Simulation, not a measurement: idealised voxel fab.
This is a process module. Its name is voxel released beams.
Each square cell in cross-section cut measures 5 nm, and the section as a whole is 250 nm wide.
Each cross-section below is a grid of square cells, stated as bands in top-down order, with one or more rows of cells making up each band.
It is stipulated that each band's entry specify, in nanometres, the height of the top of the band and then that of its bottom, followed by the materials of the band in left-to-right sequence, each together with its width in nanometres. A single material marked by the word "all across" is understood to fill the band from edge to edge; the word "blank" is understood to denote empty space.
Heights are expressed relative to 0, this being the level below which the as-received wafer comprises one material exclusively. The lowest band is unbounded in the downward direction and is denoted as in "0..down".
The notation "30 to 40" denotes a width that varies across the rows of cells in the band, beginning at the first number in the top row, finishing at the second number in the bottom row, and changing by an identical amount from each row to the next.
Where a step carries "no alterations made", the cross-section came out of it unchanged, cell for cell.
"Encapsulated voids" specifies each empty space that is not open to the top and that occupies no fewer than 8 cells, using the form width x height at distance, the distance measured from the left edge and all three quantities in nm.
Whatever follows a step's settings on its line is a remark the simulator itself makes about that step.
Regarding "overlay nm": on a step with a mask, it is the distance the mask lay to the right of its planned place; a negative value places it to the left.

-- The following list gives the planned process steps
1 op RECEIVE | material Si
2 op CONFORMAL_DEP | material SiN | thk nm 5
3 op DIRECTIONAL_DEP | material SiO2 | thk nm 10
4 op MASKED_ETCH | tone open | mask id ANCHOR | width nm 40 | etch materials SiO2 | depth nm 10 | overlay nm 0
5 op CONFORMAL_DEP | material polySi | thk nm 15
6 op DIRECTIONAL_DEP | material aC | thk nm 10
7 op PATTERN | tone cover | mask id BEAM | material resist | width nm 115 | thk nm 25 | overlay nm 0
8 op DIRECTIONAL_ETCH | etch materials aC | depth nm 10
9 op STRIP | etch materials resist
10 op DIRECTIONAL_ETCH | etch materials polySi | depth nm 15
11 op STRIP | etch materials aC
12 op STRIP | etch materials SiO2

-- Cross-section of the incoming wafer, state after step 1
	0..down  Si all across
	Encapsulated voids: none

-- Final cross-section, module run with one mistake (start and plan as above)
	25..20  blank (65); polySi (20); blank (10); polySi (85); blank (70)
	20..10  blank (65); polySi (115); blank (70)
	10..5  blank (70); polySi (40); blank (140)
	5..0  SiN all across
	0..down  Si all across
	Encapsulated voids: none
Plan not followed: step 3 off recipe, ran as op DIRECTIONAL_DEP | material SiO2 | thk nm 5
